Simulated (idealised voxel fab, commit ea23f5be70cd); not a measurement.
The document below concerns the process module designated voxel wiring stack.
Pictured: cross-section cut, 255 nm wide, on a grid of 5 nm square cells.
Bands, listed from the top down, are how a cross-section gets written in this document; the cross-section itself is a grid of square cells, and a band is one or more rows of them.
The band entry comprises the height of the band's top followed by the height of its bottom, expressed in nm, and subsequently the band's materials from left to right, each stated together with its width in nm. Where a single material is marked with the word "all across", that material fills the band from edge to edge. The word "empty" represents empty space.
Where do heights start? At 0: under that level the wafer as delivered is made of one material only. And the lowest band has no floor; it just carries on downward, as in "0 nm and below".
Width "30 to 40": first value at the band's top row of cells, second value at its bottom row, equal change from row to row.
Where the words "remained the same" appear for a step, the cross-section shows no cell changed by that step; every cell remained as before.
Closed-off voids of 8+ cells (no open route to the top) go in "Unvented voids", written width x height at distance from the left edge, in nm.
Where a step's line continues beyond its settings, the continuation is a remark by the simulator itself on that step.
overlay nm: on a step with a mask, how far right of its planned place the mask lay; negative means left.
# Process steps (planned)
1 RECEIVE | material Si
2 CONFORMAL_DEP | material SiO2 | thk nm 10
3 CONFORMAL_DEP | material SiCN | thk nm 5
4 DIRECTIONAL_DEP | material SiO2 | thk nm 15
5 MASKED_ETCH | tone open | mask id METAL_1 | width nm 20 | pitch nm 50 | etch materials SiO2 | depth nm 15 | overlay nm 0
6 MASKED_ETCH | tone open | mask id METAL_1 | width nm 20 | pitch nm 50 | etch materials SiCN | depth nm 5 | overlay nm 0
7 CONFORMAL_DEP | material TiN | thk nm 5
8 FILL_DEP | material Cu | thk nm 10
9 CMP | height nm 30
10 CONFORMAL_DEP | material SiCN | thk nm 5
11 DIRECTIONAL_DEP | material SiO2 | thk nm 15
12 MASKED_ETCH | tone open | mask id PLUG_1 | width nm 15 | pitch nm 100 | etch materials SiO2 | depth nm 15 | overlay nm 0
13 MASKED_ETCH | tone open | mask id PLUG_1 | width nm 15 | pitch nm 100 | etch materials SiCN | depth nm 5 | overlay nm 0
14 EPI | material Ru | thk nm 10
15 EPI | material Ru | thk nm 10
16 DIRECTIONAL_DEP | material TiN | thk nm 5
17 DIRECTIONAL_DEP | material Ru | thk nm 20
18 MASKED_ETCH | tone cover | mask id METAL_2 | width nm 20 | pitch nm 50 | etch materials Ru | depth nm 20 | overlay nm 0
19 MASKED_ETCH | tone cover | mask id METAL_2 | width nm 20 | pitch nm 50 | etch materials TiN | depth nm 5 | overlay nm 0
20 FILL_DEP | material lowk | thk nm 5
21 CMP | height nm 75
22 CONFORMAL_DEP | material SiCN | thk nm 5
# First wafer out of two, processed as planned
# So this is the incoming wafer in cross-section - it's already been through step 1
  0 nm and below: Si all across
  Unvented voids: none
# Cross-section through the wafer, step 2 finished
  10 nm to 0 nm: SiO2 all across
  Anything lower than 0 is untouched.
# Cross-section through the wafer, step 3 finished
  15 nm to 10 nm: SiCN all across
  Anything lower than 10 is untouched.
# Cross-section through the wafer, step 4 finished
  30 nm to 15 nm: SiO2 all across
  Anything lower than 15 is untouched.
# Cross-section through the wafer, step 5 finished
  30 nm to 15 nm: SiO2=40, then empty=20, then SiO2=30, then empty=20, then SiO2=30, then empty=20, then SiO2=30, then empty=20, then SiO2=45
  Anything lower than 15 is untouched.
# Cross-section through the wafer, step 6 finished
  30 nm to 15 nm: SiO2=40, then empty=20, then SiO2=30, then empty=20, then SiO2=30, then empty=20, then SiO2=30, then empty=20, then SiO2=45
  15 nm to 10 nm: SiCN=40, then empty=20, then SiCN=30, then empty=20, then SiCN=30, then empty=20, then SiCN=30, then empty=20, then SiCN=45
  Anything lower than 10 is untouched.
# Cross-section through the wafer, step 7 finished
  35 nm to 30 nm: TiN=45, then empty=10, then TiN=40, then empty=10, then TiN=40, then empty=10, then TiN=40, then empty=10, then TiN=50
  30 nm to 15 nm: SiO2=40, then TiN=5, then empty=10, then TiN=5, then SiO2=30, then TiN=5, then empty=10, then TiN=5, then SiO2=30, then TiN=5, then empty=10, then TiN=5, then SiO2=30, then TiN=5, then empty=10, then TiN=5, then SiO2=45
  15 nm to 10 nm: SiCN=40, then TiN=20, then SiCN=30, then TiN=20, then SiCN=30, then TiN=20, then SiCN=30, then TiN=20, then SiCN=45
  Anything lower than 10 is untouched.
# Cross-section through the wafer, step 8 finished
  45 nm to 35 nm: Cu all across
  35 nm to 30 nm: TiN=45, then Cu=10, then TiN=40, then Cu=10, then TiN=40, then Cu=10, then TiN=40, then Cu=10, then TiN=50
  30 nm to 15 nm: SiO2=40, then TiN=5, then Cu=10, then TiN=5, then SiO2=30, then TiN=5, then Cu=10, then TiN=5, then SiO2=30, then TiN=5, then Cu=10, then TiN=5, then SiO2=30, then TiN=5, then Cu=10, then TiN=5, then SiO2=45
  Anything lower than 15 is untouched.
# Cross-section through the wafer, step 9 finished
  30 nm to 15 nm: SiO2=40, then TiN=5, then Cu=10, then TiN=5, then SiO2=30, then TiN=5, then Cu=10, then TiN=5, then SiO2=30, then TiN=5, then Cu=10, then TiN=5, then SiO2=30, then TiN=5, then Cu=10, then TiN=5, then SiO2=45
  Anything lower than 15 is untouched.
# Cross-section through the wafer, step 10 finished
  35 nm to 30 nm: SiCN all across
  Anything lower than 30 is untouched.
# Cross-section through the wafer, step 11 finished
  50 nm to 35 nm: SiO2 all across
  Anything lower than 35 is untouched.
# Cross-section through the wafer, step 12 finished
  50 nm to 35 nm: SiO2=40, then empty=15, then SiO2=85, then empty=15, then SiO2=100
  Anything lower than 35 is untouched.
# Cross-section through the wafer, step 13 finished
  50 nm to 35 nm: SiO2=40, then empty=15, then SiO2=85, then empty=15, then SiO2=100
  35 nm to 30 nm: SiCN=40, then empty=15, then SiCN=85, then empty=15, then SiCN=100
  Anything lower than 30 is untouched.
# Cross-section through the wafer, step 14 finished
  50 nm to 40 nm: SiO2=40, then empty=15, then SiO2=85, then empty=15, then SiO2=100
  40 nm to 35 nm: SiO2=40, then Ru=15, then SiO2=85, then Ru=15, then SiO2=100
  35 nm to 30 nm: SiCN=40, then Ru=15, then SiCN=85, then Ru=15, then SiCN=100
  Anything lower than 30 is untouched.
# Cross-section through the wafer, step 15 finished
  50 nm to 35 nm: SiO2=40, then Ru=15, then SiO2=85, then Ru=15, then SiO2=100
  Anything lower than 35 is untouched.
# Cross-section through the wafer, step 16 finished
  55 nm to 50 nm: TiN all across
  Anything lower than 50 is untouched.
# Cross-section through the wafer, step 17 finished
  75 nm to 55 nm: Ru all across
  Anything lower than 55 is untouched.
# Cross-section through the wafer, step 18 finished
  75 nm to 55 nm: empty=40, then Ru=20, then empty=30, then Ru=20, then empty=30, then Ru=20, then empty=30, then Ru=20, then empty=45
  Anything lower than 55 is untouched.
# Cross-section through the wafer, step 19 finished
  75 nm to 55 nm: empty=40, then Ru=20, then empty=30, then Ru=20, then empty=30, then Ru=20, then empty=30, then Ru=20, then empty=45
  55 nm to 50 nm: empty=40, then TiN=20, then empty=30, then TiN=20, then empty=30, then TiN=20, then empty=30, then TiN=20, then empty=45
  Anything lower than 50 is untouched.
# Cross-section through the wafer, step 20 finished
  80 nm to 75 nm: lowk all across
  75 nm to 55 nm: lowk=40, then Ru=20, then lowk=30, then Ru=20, then lowk=30, then Ru=20, then lowk=30, then Ru=20, then lowk=45
  55 nm to 50 nm: lowk=40, then TiN=20, then lowk=30, then TiN=20, then lowk=30, then TiN=20, then lowk=30, then TiN=20, then lowk=45
  Anything lower than 50 is untouched.
# Cross-section through the wafer, step 21 finished
  75 nm to 55 nm: lowk=40, then Ru=20, then lowk=30, then Ru=20, then lowk=30, then Ru=20, then lowk=30, then Ru=20, then lowk=45
  Anything lower than 55 is untouched.
# Cross-section through the wafer, step 22 finished
  80 nm to 75 nm: SiCN all across
  Anything lower than 75 is untouched.
# The second wafer: identical to the first at the outset and in its planned sequence, differing only in that one mistake was made during processing; up to and including step 5, its path is the first wafer's path
# Second wafer at the planned finish of step 6, seen in cross-section
  30 nm to 15 nm: SiO2=40, then empty=20, then SiO2=30, then empty=20, then SiO2=30, then empty=20, then SiO2=30, then empty=20, then SiO2=45
  15 nm to 10 nm: SiCN=40, then empty=15, then SiCN=35, then empty=15, then SiCN=35, then empty=15, then SiCN=35, then empty=15, then SiCN=50
  Anything lower than 10 is untouched.
# Second wafer at the planned finish of step 7, seen in cross-section
  35 nm to 30 nm: TiN=45, then empty=10, then TiN=40, then empty=10, then TiN=40, then empty=10, then TiN=40, then empty=10, then TiN=50
  30 nm to 20 nm: SiO2=40, then TiN=5, then empty=10, then TiN=5, then SiO2=30, then TiN=5, then empty=10, then TiN=5, then SiO2=30, then TiN=5, then empty=10, then TiN=5, then SiO2=30, then TiN=5, then empty=10, then TiN=5, then SiO2=45
  20 nm to 15 nm: SiO2=40, then TiN=5, then empty=5, then TiN=10, then SiO2=30, then TiN=5, then empty=5, then TiN=10, then SiO2=30, then TiN=5, then empty=5, then TiN=10, then SiO2=30, then TiN=5, then empty=5, then TiN=10, then SiO2=45
  15 nm to 10 nm: SiCN=40, then TiN=15, then SiCN=35, then TiN=15, then SiCN=35, then TiN=15, then SiCN=35, then TiN=15, then SiCN=50
  Anything lower than 10 is untouched.
# Second wafer at the planned finish of step 8, seen in cross-section
  45 nm to 35 nm: Cu all across
  35 nm to 30 nm: TiN=45, then Cu=10, then TiN=40, then Cu=10, then TiN=40, then Cu=10, then TiN=40, then Cu=10, then TiN=50
  30 nm to 20 nm: SiO2=40, then TiN=5, then Cu=10, then TiN=5, then SiO2=30, then TiN=5, then Cu=10, then TiN=5, then SiO2=30, then TiN=5, then Cu=10, then TiN=5, then SiO2=30, then TiN=5, then Cu=10, then TiN=5, then SiO2=45
  20 nm to 15 nm: SiO2=40, then TiN=5, then Cu=5, then TiN=10, then SiO2=30, then TiN=5, then Cu=5, then TiN=10, then SiO2=30, then TiN=5, then Cu=5, then TiN=10, then SiO2=30, then TiN=5, then Cu=5, then TiN=10, then SiO2=45
  Anything lower than 15 is untouched.
# Second wafer at the planned finish of step 9, seen in cross-section
  30 nm to 20 nm: SiO2=40, then TiN=5, then Cu=10, then TiN=5, then SiO2=30, then TiN=5, then Cu=10, then TiN=5, then SiO2=30, then TiN=5, then Cu=10, then TiN=5, then SiO2=30, then TiN=5, then Cu=10, then TiN=5, then SiO2=45
  Anything lower than 20 is untouched.
# Second wafer at the planned finish of step 10, seen in cross-section
  35 nm to 30 nm: SiCN all across
  Anything lower than 30 is untouched.
# Second wafer at the planned finish of step 11, seen in cross-section
  50 nm to 35 nm: SiO2 all across
  Anything lower than 35 is untouched.
# Second wafer at the planned finish of step 12, seen in cross-section
  50 nm to 35 nm: SiO2=40, then empty=15, then SiO2=85, then empty=15, then SiO2=100
  Anything lower than 35 is untouched.
# Second wafer at the planned finish of step 13, seen in cross-section
  50 nm to 35 nm: SiO2=40, then empty=15, then SiO2=85, then empty=15, then SiO2=100
  35 nm to 30 nm: SiCN=40, then empty=15, then SiCN=85, then empty=15, then SiCN=100
  Anything lower than 30 is untouched.
# Second wafer at the planned finish of step 14, seen in cross-section
  50 nm to 40 nm: SiO2=40, then empty=15, then SiO2=85, then empty=15, then SiO2=100
  40 nm to 35 nm: SiO2=40, then Ru=15, then SiO2=85, then Ru=15, then SiO2=100
  35 nm to 30 nm: SiCN=40, then Ru=15, then SiCN=85, then Ru=15, then SiCN=100
  Anything lower than 30 is untouched.
# Second wafer at the planned finish of step 15, seen in cross-section
  50 nm to 35 nm: SiO2=40, then Ru=15, then SiO2=85, then Ru=15, then SiO2=100
  Anything lower than 35 is untouched.
# Second wafer at the planned finish of step 16, seen in cross-section
  55 nm to 50 nm: TiN all across
  Anything lower than 50 is untouched.
# Second wafer at the planned finish of step 17, seen in cross-section
  75 nm to 55 nm: Ru all across
  Anything lower than 55 is untouched.
# Second wafer at the planned finish of step 18, seen in cross-section
  75 nm to 55 nm: empty=40, then Ru=20, then empty=30, then Ru=20, then empty=30, then Ru=20, then empty=30, then Ru=20, then empty=45
  Anything lower than 55 is untouched.
# Second wafer at the planned finish of step 19, seen in cross-section
  75 nm to 55 nm: empty=40, then Ru=20, then empty=30, then Ru=20, then empty=30, then Ru=20, then empty=30, then Ru=20, then empty=45
  55 nm to 50 nm: empty=40, then TiN=20, then empty=30, then TiN=20, then empty=30, then TiN=20, then empty=30, then TiN=20, then empty=45
  Anything lower than 50 is untouched.
# Second wafer at the planned finish of step 20, seen in cross-section
  80 nm to 75 nm: lowk all across
  75 nm to 55 nm: lowk=40, then Ru=20, then lowk=30, then Ru=20, then lowk=30, then Ru=20, then lowk=30, then Ru=20, then lowk=45
  55 nm to 50 nm: lowk=40, then TiN=20, then lowk=30, then TiN=20, then lowk=30, then TiN=20, then lowk=30, then TiN=20, then lowk=45
  Anything lower than 50 is untouched.
# Second wafer at the planned finish of step 21, seen in cross-section
  75 nm to 55 nm: lowk=40, then Ru=20, then lowk=30, then Ru=20, then lowk=30, then Ru=20, then lowk=30, then Ru=20, then lowk=45
  Anything lower than 55 is untouched.
# Second wafer at the planned finish of step 22, seen in cross-section
  80 nm to 75 nm: SiCN all across
  Anything lower than 75 is untouched.
The mistake made against the process plan was this: step 6 was run on a setting that differed from the plan, and what really ran there is MASKED_ETCH | tone open | mask id METAL_1 | width nm 20 | pitch nm 50 | etch materials SiCN | depth nm 5 | overlay nm -5
Upon completion, the second wafer contains, in terms of cells, a greater or smaller amount of certain materials than the first wafer: Cu: 4 fewer | SiCN: 4 more
